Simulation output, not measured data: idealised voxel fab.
Documented hereafter: the process module known as voxel gate over fins.
Section shown: cut. Width: 235 nm. Cell size: 5 nm, square.
Cross-section layout: square cells on a grid; listed as bands, top to bottom; a band spans one or more cell rows. Heads up on the band format: heights come first, top then bottom, in nm. After that it's the materials left to right, each with its width in nm. A single material flagged "full width" fills the whole band edge to edge, and "empty" means there's empty space there. All heights in this document are referenced to 0, defined as the level beneath which the wafer, as received, consists entirely of one material. The lowest band is not bounded below; it extends indefinitely downward and is written in the form "top 0, no bottom". The expression "30 to 40" gives the width at the extremes of the band, the first number at its top row of cells and the second at its bottom row, with the width changing by equal amounts from each row to the next in between. The cross-section has no changed cell in any step marked "left unchanged". The entry "Sealed internal cavities" lists the empty spaces that cover at least 8 cells and have no open path to the top. Each is written as width x height at distance, where the distance is measured from the left edge and all three values are in nm. On a step's line, text after the settings is the simulator commenting on that step. overlay nm, on a step with a mask: how far to the right of its planned place the mask lay; to the left if negative.

[Below is the list of planned process steps]
1. RECEIVE [material Si]
2. CONFORMAL_DEP [material SiN] [thk nm 10]
3. DIRECTIONAL_DEP [material aC] [thk nm 10]
4. PATTERN [tone cover] [mask id FINS] [material resist] [width nm 15] [pitch nm 50] [thk nm 25] [overlay nm 0]
5. DIRECTIONAL_ETCH [etch materials aC] [depth nm 10]
6. STRIP [etch materials resist]
7. DIRECTIONAL_ETCH [etch materials SiN] [depth nm 10]
8. DIRECTIONAL_ETCH [etch materials Si] [depth nm 35]
9. STRIP [etch materials aC]
10. OXIDIZE [depth nm 5]
11. FILL_DEP [material SiO2] [thk nm 10]
12. CMP [height nm 10]
13. DIRECTIONAL_DEP [material aC] [thk nm 10]
14. PATTERN [tone open] [mask id RAIL] [material resist] [width nm 15] [thk nm 30] [overlay nm 0]
15. DIRECTIONAL_ETCH [etch materials aC] [depth nm 10]
16. STRIP [etch materials resist]
17. DIRECTIONAL_ETCH [etch materials SiO2] [depth nm 40]
18. STRIP [etch materials aC]
19. CONFORMAL_DEP [material TiN] [thk nm 5]
20. FILL_DEP [material Ru] [thk nm 5]
21. CMP [height nm 10]
22. SELECTIVE_ETCH [etch materials W Ru TiN] [depth nm 35]
23. FILL_DEP [material SiO2] [thk nm 5]
24. CMP [height nm 10]
25. SELECTIVE_ETCH [etch materials SiO2] [depth nm 25]
26. STRIP [etch materials SiN]
27. CONFORMAL_DEP [material HfO2] [thk nm 5]
28. CONFORMAL_DEP [material TiN] [thk nm 5]
29. CONFORMAL_DEP [material TiAl] [thk nm 5]
30. CONFORMAL_DEP [material TiN] [thk nm 5]
31. FILL_DEP [material W] [thk nm 10]
32. CMP [height nm 25]
33. CONFORMAL_DEP [material SiN] [thk nm 10]

[The cross-section here shows the wafer as received, i.e. in its state after step 1]
	top 0, no bottom | Si full width
	Sealed internal cavities: none

[Run as planned - first of the two wafers cross-sectioned at the end of the module]
	top 35, bottom 25 | SiN full width
	top 25, bottom 20 | W full width
	top 20, bottom 15 | 20 W, 45 TiN, 5 W, 45 TiN, 5 W, 45 TiN, 5 W, 45 TiN, 20 W
	top 15, bottom 10 | 20 W, 5 TiN, 35 TiAl, 5 TiN, 5 W, 5 TiN, 35 TiAl, 5 TiN, 5 W, 5 TiN, 35 TiAl, 5 TiN, 5 W, 5 TiN, 35 TiAl, 5 TiN, 20 W
	top 10, bottom 5 | 20 W, 5 TiN, 5 TiAl, 25 TiN, 5 TiAl, 5 TiN, 5 W, 5 TiN, 5 TiAl, 25 TiN, 5 TiAl, 5 TiN, 5 W, 5 TiN, 5 TiAl, 25 TiN, 5 TiAl, 5 TiN, 5 W, 5 TiN, 5 TiAl, 25 TiN, 5 TiAl, 5 TiN, 20 W
	top 5, bottom 0 | 25 TiN, 5 TiAl, 5 TiN, 15 HfO2, 5 TiN, 5 TiAl, 15 TiN, 5 TiAl, 5 TiN, 15 HfO2, 5 TiN, 5 TiAl, 15 TiN, 5 TiAl, 5 TiN, 15 HfO2, 5 TiN, 5 TiAl, 15 TiN, 5 TiAl, 5 TiN, 15 HfO2, 5 TiN, 5 TiAl, 25 TiN
	top 0, bottom -5 | 30 TiAl, 5 TiN, 5 HfO2, 5 Si, 5 HfO2, 5 TiN, 25 TiAl, 5 TiN, 5 HfO2, 5 Si, 5 HfO2, 5 TiN, 25 TiAl, 5 TiN, 5 HfO2, 5 Si, 5 HfO2, 5 TiN, 25 TiAl, 5 TiN, 5 HfO2, 5 Si, 5 HfO2, 5 TiN, 30 TiAl
	top -5, bottom -10 | 35 TiN, 5 HfO2, 5 Si, 5 HfO2, 35 TiN, 5 HfO2, 5 Si, 5 HfO2, 35 TiN, 5 HfO2, 5 Si, 5 HfO2, 35 TiN, 5 HfO2, 5 Si, 5 HfO2, 35 TiN
	top -10, bottom -15 | 40 HfO2, 5 Si, 45 HfO2, 5 Si, 45 HfO2, 5 Si, 45 HfO2, 5 Si, 40 HfO2
	top -15, bottom -25 | 40 SiO2, 5 Si, 45 SiO2, 5 Si, 45 SiO2, 5 Si, 45 SiO2, 5 Si, 40 SiO2
	top -25, bottom -30 | 40 SiO2, 5 Si, 15 SiO2, 15 TiN, 15 SiO2, 5 Si, 45 SiO2, 5 Si, 45 SiO2, 5 Si, 40 SiO2
	top -30, bottom -40 | 40 SiO2, 5 Si, 45 SiO2, 5 Si, 45 SiO2, 5 Si, 45 SiO2, 5 Si, 40 SiO2
	top -40, no bottom | Si full width
	Sealed internal cavities: none

[second wafer at the end: like start, like plan, one mistake]
	top 35, bottom 25 | SiN full width
	top 25, bottom 20 | W full width
	top 20, bottom 15 | 20 W, 45 TiN, 5 W, 45 TiN, 5 W, 45 TiN, 5 W, 45 TiN, 20 W
	top 15, bottom 10 | 20 W, 5 TiN, 35 TiAl, 5 TiN, 5 W, 5 TiN, 35 TiAl, 5 TiN, 5 W, 5 TiN, 35 TiAl, 5 TiN, 5 W, 5 TiN, 35 TiAl, 5 TiN, 20 W
	top 10, bottom 5 | 20 W, 5 TiN, 5 TiAl, 25 TiN, 5 TiAl, 5 TiN, 5 W, 5 TiN, 5 TiAl, 25 TiN, 5 TiAl, 5 TiN, 5 W, 5 TiN, 5 TiAl, 25 TiN, 5 TiAl, 5 TiN, 5 W, 5 TiN, 5 TiAl, 25 TiN, 5 TiAl, 5 TiN, 20 W
	top 5, bottom 0 | 25 TiN, 5 TiAl, 5 TiN, 15 HfO2, 5 TiN, 5 TiAl, 15 TiN, 5 TiAl, 5 TiN, 15 HfO2, 5 TiN, 5 TiAl, 15 TiN, 5 TiAl, 5 TiN, 15 HfO2, 5 TiN, 5 TiAl, 15 TiN, 5 TiAl, 5 TiN, 15 HfO2, 5 TiN, 5 TiAl, 25 TiN
	top 0, bottom -5 | 30 TiAl, 5 TiN, 5 HfO2, 5 Si, 5 HfO2, 5 TiN, 25 TiAl, 5 TiN, 5 HfO2, 5 Si, 5 HfO2, 5 TiN, 25 TiAl, 5 TiN, 5 HfO2, 5 Si, 5 HfO2, 5 TiN, 25 TiAl, 5 TiN, 5 HfO2, 5 Si, 5 HfO2, 5 TiN, 30 TiAl
	top -5, bottom -10 | 35 TiN, 5 HfO2, 5 Si, 5 HfO2, 35 TiN, 5 HfO2, 5 Si, 5 HfO2, 35 TiN, 5 HfO2, 5 Si, 5 HfO2, 35 TiN, 5 HfO2, 5 Si, 5 HfO2, 35 TiN
	top -10, bottom -15 | 40 HfO2, 5 Si, 45 HfO2, 5 Si, 45 HfO2, 5 Si, 45 HfO2, 5 Si, 40 HfO2
	top -15, bottom -25 | 40 SiO2, 5 Si, 45 SiO2, 5 Si, 45 SiO2, 5 Si, 45 SiO2, 5 Si, 40 SiO2
	top -25, bottom -30 | 40 SiO2, 5 Si, 10 SiO2, 25 TiN, 10 SiO2, 5 Si, 45 SiO2, 5 Si, 45 SiO2, 5 Si, 40 SiO2
	top -30, bottom -40 | 40 SiO2, 5 Si, 45 SiO2, 5 Si, 45 SiO2, 5 Si, 45 SiO2, 5 Si, 40 SiO2
	top -40, no bottom | Si full width
	Sealed internal cavities: none
What broke from the plan during processing? contrary to plan, step 14 was performed as PATTERN [tone open] [mask id RAIL] [material resist] [width nm 25] [thk nm 30] [overlay nm 0]
In the final state, the cell counts of the second wafer exceed or fall short of those of the first for the following materials: 2 fewer of SiO2 | 2 more of TiN
